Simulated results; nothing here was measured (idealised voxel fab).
process module | voxel self aligned vias
cross-section cut | 225 nm wide | cells 5 nm
A cross-section is a grid of square cells, given in bands from the top down. A band is one or more rows of cells.
Each band's line starts with the height of the band's top and of its bottom, in nm. Then come its materials from left to right, each with its width in nm. One material with "throughout" fills the band from edge to edge. "air" is empty space.
Height 0 is the level under which the wafer as received is all one material. The lowest band goes on downwards, as in "0 down".
A width such as "30 to 40" changes by the same amount from each row of cells to the next, from the band's top row to its bottom row.
"no change" after a step means that no cell of the cross-section changed.
closed voids: empty space of 8 cells or more with no open way to the top, each as width x height at its distance from the left edge, in nm
after a step's settings: what the simulator itself notes on the step
overlay nm, on a step with a mask: how far to the right of its planned place the mask lay; to the left if negative
plan
1 op RECEIVE | material Si
2 op CONFORMAL_DEP | material SiO2 | thk nm 15
3 op CONFORMAL_DEP | material SiCN | thk nm 5
4 op DIRECTIONAL_DEP | material lowk | thk nm 20
5 op PATTERN | tone open | mask id LINES | material resist | width nm 20 | pitch nm 65 | thk nm 15 | overlay nm 0
6 op DIRECTIONAL_ETCH | etch materials lowk | depth nm 20
7 op STRIP | etch materials resist
8 op CONFORMAL_DEP | material TiN | thk nm 5
9 op FILL_DEP | material Ru | thk nm 5
10 op CMP | height nm 40
11 op SELECTIVE_ETCH | etch materials W Ru TiN | depth nm 5
12 op FILL_DEP | material SiN | thk nm 10
13 op CMP | height nm 40
14 op DIRECTIONAL_DEP | material lowk | thk nm 15
15 op DIRECTIONAL_DEP | material aC | thk nm 15
16 op PATTERN | tone open | mask id VIAS | material resist | width nm 40 | pitch nm 65 | thk nm 35 | overlay nm 0
17 op DIRECTIONAL_ETCH | etch materials aC | depth nm 15
18 op STRIP | etch materials resist
19 op DIRECTIONAL_ETCH | etch materials lowk | depth nm 15
20 op DIRECTIONAL_ETCH | etch materials SiN | depth nm 5
21 op STRIP | etch materials aC
22 op CONFORMAL_DEP | material TiN | thk nm 5
23 op FILL_DEP | material W | thk nm 5
24 op CMP | height nm 55
25 op CONFORMAL_DEP | material SiCN | thk nm 5
as received, after step 1
  0 down: Si throughout
  closed voids: none
first wafer at the end, as planned
  60 to 55: SiCN throughout
  55 to 45: lowk 25 | TiN 5 | W 30 | TiN 5 | lowk 25 | TiN 5 | W 30 | TiN 5 | lowk 25 | TiN 5 | W 30 | TiN 5 | lowk 30
  45 to 40: lowk 25 | TiN 15 | W 10 | TiN 15 | lowk 25 | TiN 15 | W 10 | TiN 15 | lowk 25 | TiN 15 | W 10 | TiN 15 | lowk 30
  40 to 35: lowk 35 | TiN 20 | lowk 45 | TiN 20 | lowk 45 | TiN 20 | lowk 40
  35 to 25: lowk 35 | TiN 5 | Ru 10 | TiN 5 | lowk 45 | TiN 5 | Ru 10 | TiN 5 | lowk 45 | TiN 5 | Ru 10 | TiN 5 | lowk 40
  25 to 20: lowk 35 | TiN 20 | lowk 45 | TiN 20 | lowk 45 | TiN 20 | lowk 40
  20 to 15: SiCN throughout
  15 to 0: SiO2 throughout
  0 down: Si throughout
  closed voids: none
second wafer at the end: like start, like plan, one mistake
  60 to 55: SiCN throughout
  55 to 45: lowk 25 | TiN 5 | W 30 | TiN 5 | lowk 25 | TiN 5 | W 30 | TiN 5 | lowk 25 | TiN 5 | W 30 | TiN 5 | lowk 30
  45 to 40: lowk 25 | TiN 15 | W 10 | TiN 15 | lowk 25 | TiN 15 | W 10 | TiN 15 | lowk 25 | TiN 15 | W 10 | TiN 15 | lowk 30
  40 to 25: lowk 35 | TiN 5 | W 10 | TiN 5 | lowk 45 | TiN 5 | W 10 | TiN 5 | lowk 45 | TiN 5 | W 10 | TiN 5 | lowk 40
  25 to 20: lowk 35 | TiN 20 | lowk 45 | TiN 20 | lowk 45 | TiN 20 | lowk 40
  20 to 15: SiCN throughout
  15 to 0: SiO2 throughout
  0 down: Si throughout
  closed voids: none
what went wrong: step 21 ran as: op STRIP | etch materials TiN
at the end the second wafer has, in cells: 12 fewer of Ru | 6 fewer of TiN | 18 more of W
